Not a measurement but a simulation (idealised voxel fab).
Process module name: voxel self aligned vias
The width of the displayed cross-section, cut, is 275 nm; its cells are square, with a size of 5 nm.
The cross-sections in this document take the form of a grid made of square cells. They are written out as bands, in order from top to bottom. Each band consists of one or more rows of cells.
In this notation a band is specified by the heights of its top and bottom, in that order and in nm, after which its materials appear from left to right, each paired with its width in nm. The word "edge to edge" attached to a single material means that material fills the band from edge to edge; the word "air" stands for empty space.
A quick word on heights: they are counted from 0, and under that level the wafer as it came to us is one material throughout. The lowest band is different from the rest in having no bottom; it simply continues downward, written as in "0 and below".
With a width like "30..40", each row of cells in the band differs from the next by the same amount, the top row carrying the first number and the bottom row the second.
"no change occurred" after a step means that no cell of the cross-section changed.
"Closed void entries" - sealed voids, min. 8 cells, no opening to top; format: width x height at distance (distance from left edge; nm throughout).
On each step's line, the part that comes after the settings is the simulator's own comment on the step.
If you see "overlay nm" on a step's line and that step has a mask, it's telling you how far right of where it was planned the mask ended up; a negative number means it went left instead.
The following list gives the planned process steps
step 1: RECEIVE,material Si
step 2: CONFORMAL_DEP,material SiO2,thk nm 15
step 3: CONFORMAL_DEP,material SiCN,thk nm 5
step 4: DIRECTIONAL_DEP,material lowk,thk nm 30
step 5: DIRECTIONAL_DEP,material aC,thk nm 15
step 6: PATTERN,tone open,mask id LINES,material resist,width nm 20,pitch nm 60,thk nm 35,overlay nm 0
step 7: DIRECTIONAL_ETCH,etch materials aC,depth nm 15
step 8: STRIP,etch materials resist
step 9: DIRECTIONAL_ETCH,etch materials lowk,depth nm 30
step 10: STRIP,etch materials aC
step 11: CONFORMAL_DEP,material TiN,thk nm 5
step 12: FILL_DEP,material W,thk nm 10
step 13: CMP,height nm 50
step 14: SELECTIVE_ETCH,etch materials W Ru TiN,depth nm 5
step 15: FILL_DEP,material SiN,thk nm 5
step 16: CMP,height nm 50
step 17: DIRECTIONAL_DEP,material lowk,thk nm 20
step 18: MASKED_ETCH,tone open,mask id VIAS,width nm 30,pitch nm 60,etch materials lowk,depth nm 20,overlay nm 0
step 19: MASKED_ETCH,tone open,mask id VIAS,width nm 30,pitch nm 60,etch materials SiN,depth nm 5,overlay nm 0
step 20: CONFORMAL_DEP,material TiN,thk nm 5
step 21: FILL_DEP,material Cu,thk nm 10
step 22: CMP,height nm 70
step 23: CONFORMAL_DEP,material SiN,thk nm 5
As-received wafer cross-section (after step 1)
  0 and below: Si edge to edge
  Closed void entries: none
The first of two wafers, cross-sectioned at the end of the module, with the run proceeding as planned
  75 down to 70: SiN edge to edge
  70 down to 55: 60 of lowk, 5 of TiN, 20 of Cu, 5 of TiN, 30 of lowk, 5 of TiN, 20 of Cu, 5 of TiN, 30 of lowk, 5 of TiN, 20 of Cu, 5 of TiN, 65 of lowk
  55 down to 50: 60 of lowk, 10 of TiN, 10 of Cu, 10 of TiN, 30 of lowk, 10 of TiN, 10 of Cu, 10 of TiN, 30 of lowk, 10 of TiN, 10 of Cu, 10 of TiN, 65 of lowk
  50 down to 45: 65 of lowk, 20 of TiN, 40 of lowk, 20 of TiN, 40 of lowk, 20 of TiN, 70 of lowk
  45 down to 25: 65 of lowk, 5 of TiN, 10 of W, 5 of TiN, 40 of lowk, 5 of TiN, 10 of W, 5 of TiN, 40 of lowk, 5 of TiN, 10 of W, 5 of TiN, 70 of lowk
  25 down to 20: 65 of lowk, 20 of TiN, 40 of lowk, 20 of TiN, 40 of lowk, 20 of TiN, 70 of lowk
  20 down to 15: SiCN edge to edge
  15 down to 0: SiO2 edge to edge
  0 and below: Si edge to edge
  Closed void entries: none
Presented here is a cross-section of the second of the two wafers as it stood at the end of the module. It was started in the same manner and assigned the same plan as the first wafer; however, one mistake was made in its execution
  90 down to 85: SiN edge to edge
  85 down to 75: Cu edge to edge
  75 down to 70: 65 of TiN, 20 of Cu, 40 of TiN, 20 of Cu, 40 of TiN, 20 of Cu, 70 of TiN
  70 down to 55: 60 of lowk, 5 of TiN, 20 of Cu, 5 of TiN, 30 of lowk, 5 of TiN, 20 of Cu, 5 of TiN, 30 of lowk, 5 of TiN, 20 of Cu, 5 of TiN, 65 of lowk
  55 down to 50: 60 of lowk, 10 of TiN, 10 of Cu, 10 of TiN, 30 of lowk, 10 of TiN, 10 of Cu, 10 of TiN, 30 of lowk, 10 of TiN, 10 of Cu, 10 of TiN, 65 of lowk
  50 down to 45: 65 of lowk, 20 of TiN, 40 of lowk, 20 of TiN, 40 of lowk, 20 of TiN, 70 of lowk
  45 down to 25: 65 of lowk, 5 of TiN, 10 of W, 5 of TiN, 40 of lowk, 5 of TiN, 10 of W, 5 of TiN, 40 of lowk, 5 of TiN, 10 of W, 5 of TiN, 70 of lowk
  25 down to 20: 65 of lowk, 20 of TiN, 40 of lowk, 20 of TiN, 40 of lowk, 20 of TiN, 70 of lowk
  20 down to 15: SiCN edge to edge
  15 down to 0: SiO2 edge to edge
  0 and below: Si edge to edge
  Closed void entries: none
Finding, execution versus plan: not run: step 22 of the plan (skipped)
At the finish, the second wafer shows more or fewer cells for some materials than the first does: Cu +122 | TiN +43
